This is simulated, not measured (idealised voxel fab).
voxel released beams: a process module
Cross-sectional view cut (width: 150 nm; square cell size: 5 nm).
If you're reading a cross-section in this doc, picture square cells in a grid; it comes to you as bands, top ones listed first down to the bottom, and a band can be one or more rows of cells. Quick guide to a band line: top height, bottom height (nm) up front; then every material left to right with its width in nm. Only one material and it's marked "everywhere"? Then it fills the band edge to edge. And "blank" just means empty space. Heights are reckoned from 0. Under this level, the received wafer is all of one material. The bottommost band is open-ended downward, for example "0 nm and below". So if you see something like "30->40" for the width, read it as the top row of the band sitting at the first number and the bottom row at the second, with every row in between moving by the same amount as the last. "nothing different", as given for a step, is the statement that not any cell of the cross-section underwent a change during that step. Sealed internal voids: empty space of 8 cells or more with no open way to the top, each as width x height at its distance from the left edge, in nm. Anything after a step's settings on that line? It's the simulator's own note about the step. overlay nm, on a step with a mask: how far to the right of its planned place the mask lay; to the left if negative.
So here's the lineup of process steps we planned
step 1: op RECEIVE | material Si
step 2: op CONFORMAL_DEP | material Al2O3 | thk nm 5
step 3: op DIRECTIONAL_DEP | material SiO2 | thk nm 10
step 4: op PATTERN | tone open | mask id ANCHOR | material resist | width nm 25 | thk nm 20 | overlay nm 0
step 5: op DIRECTIONAL_ETCH | etch materials SiO2 | depth nm 10
step 6: op STRIP | etch materials resist
step 7: op CONFORMAL_DEP | material SiN | thk nm 10
step 8: op PATTERN | tone cover | mask id BEAM | material resist | width nm 110 | thk nm 15 | overlay nm 0
step 9: op DIRECTIONAL_ETCH | etch materials SiN | depth nm 10
step 10: op STRIP | etch materials resist
step 11: op STRIP | etch materials SiO2
So, the first of our two wafers, run just as we planned it
Received-state cross-section, reflecting completion of step 1
	0 nm and below: Si everywhere
	Sealed internal voids: none
Once step 2 is through, the wafer looks like this in cross-section
	5 nm to 0 nm: Al2O3 everywhere
	Whatever lies below 0 is exactly as it was before.
Once step 3 is through, the wafer looks like this in cross-section
	15 nm to 5 nm: SiO2 everywhere
	Whatever lies below 5 is exactly as it was before.
Once step 4 is through, the wafer looks like this in cross-section
	35 nm to 15 nm: resist: 20, then blank: 25, then resist: 105
	Whatever lies below 15 is exactly as it was before.
Once step 5 is through, the wafer looks like this in cross-section
	35 nm to 15 nm: resist: 20, then blank: 25, then resist: 105
	15 nm to 5 nm: SiO2: 20, then blank: 25, then SiO2: 105
	Whatever lies below 5 is exactly as it was before.
Once step 6 is through, the wafer looks like this in cross-section
	15 nm to 5 nm: SiO2: 20, then blank: 25, then SiO2: 105
	Whatever lies below 5 is exactly as it was before.
Once step 7 is through, the wafer looks like this in cross-section
	25 nm to 15 nm: SiN: 30, then blank: 5, then SiN: 115
	15 nm to 5 nm: SiO2: 20, then SiN: 25, then SiO2: 105
	Whatever lies below 5 is exactly as it was before.
Once step 8 is through, the wafer looks like this in cross-section
	40 nm to 25 nm: blank: 15, then resist: 110, then blank: 25
	25 nm to 15 nm: SiN: 30, then resist: 5, then SiN: 115
	Whatever lies below 15 is exactly as it was before.
Once step 9 is through, the wafer looks like this in cross-section
	40 nm to 25 nm: blank: 15, then resist: 110, then blank: 25
	25 nm to 15 nm: blank: 15, then SiN: 15, then resist: 5, then SiN: 90, then blank: 25
	Whatever lies below 15 is exactly as it was before.
Once step 10 is through, the wafer looks like this in cross-section
	25 nm to 15 nm: blank: 15, then SiN: 15, then blank: 5, then SiN: 90, then blank: 25
	Whatever lies below 15 is exactly as it was before.
Once step 11 is through, the wafer looks like this in cross-section
	25 nm to 15 nm: blank: 15, then SiN: 15, then blank: 5, then SiN: 90, then blank: 25
	15 nm to 5 nm: blank: 20, then SiN: 25, then blank: 105
	Whatever lies below 5 is exactly as it was before.
It is to be noted that the second wafer proceeded from the same initial state and according to the same plan as the first, although one mistake was committed in its execution; through step 7, inclusive, the two wafers share an identical history
The second wafer cut through, at the time step 8 was supposed to be finished
	40 nm to 25 nm: blank: 15, then resist: 115, then blank: 20
	25 nm to 15 nm: SiN: 30, then resist: 5, then SiN: 115
	Whatever lies below 15 is exactly as it was before.
The second wafer cut through, at the time step 9 was supposed to be finished
	40 nm to 25 nm: blank: 15, then resist: 115, then blank: 20
	25 nm to 15 nm: blank: 15, then SiN: 15, then resist: 5, then SiN: 95, then blank: 20
	Whatever lies below 15 is exactly as it was before.
The second wafer cut through, at the time step 10 was supposed to be finished
	25 nm to 15 nm: blank: 15, then SiN: 15, then blank: 5, then SiN: 95, then blank: 20
	Whatever lies below 15 is exactly as it was before.
The second wafer cut through, at the time step 11 was supposed to be finished
	25 nm to 15 nm: blank: 15, then SiN: 15, then blank: 5, then SiN: 95, then blank: 20
	15 nm to 5 nm: blank: 20, then SiN: 25, then blank: 105
	Whatever lies below 5 is exactly as it was before.
what went wrong: step 8 ran with different settings than intended, the actual operation and settings being op PATTERN | tone cover | mask id BEAM | material resist | width nm 115 | thk nm 15 | overlay nm 0
In the final state, the cell counts of the second wafer exceed or fall short of those of the first for the following materials: SiN +2
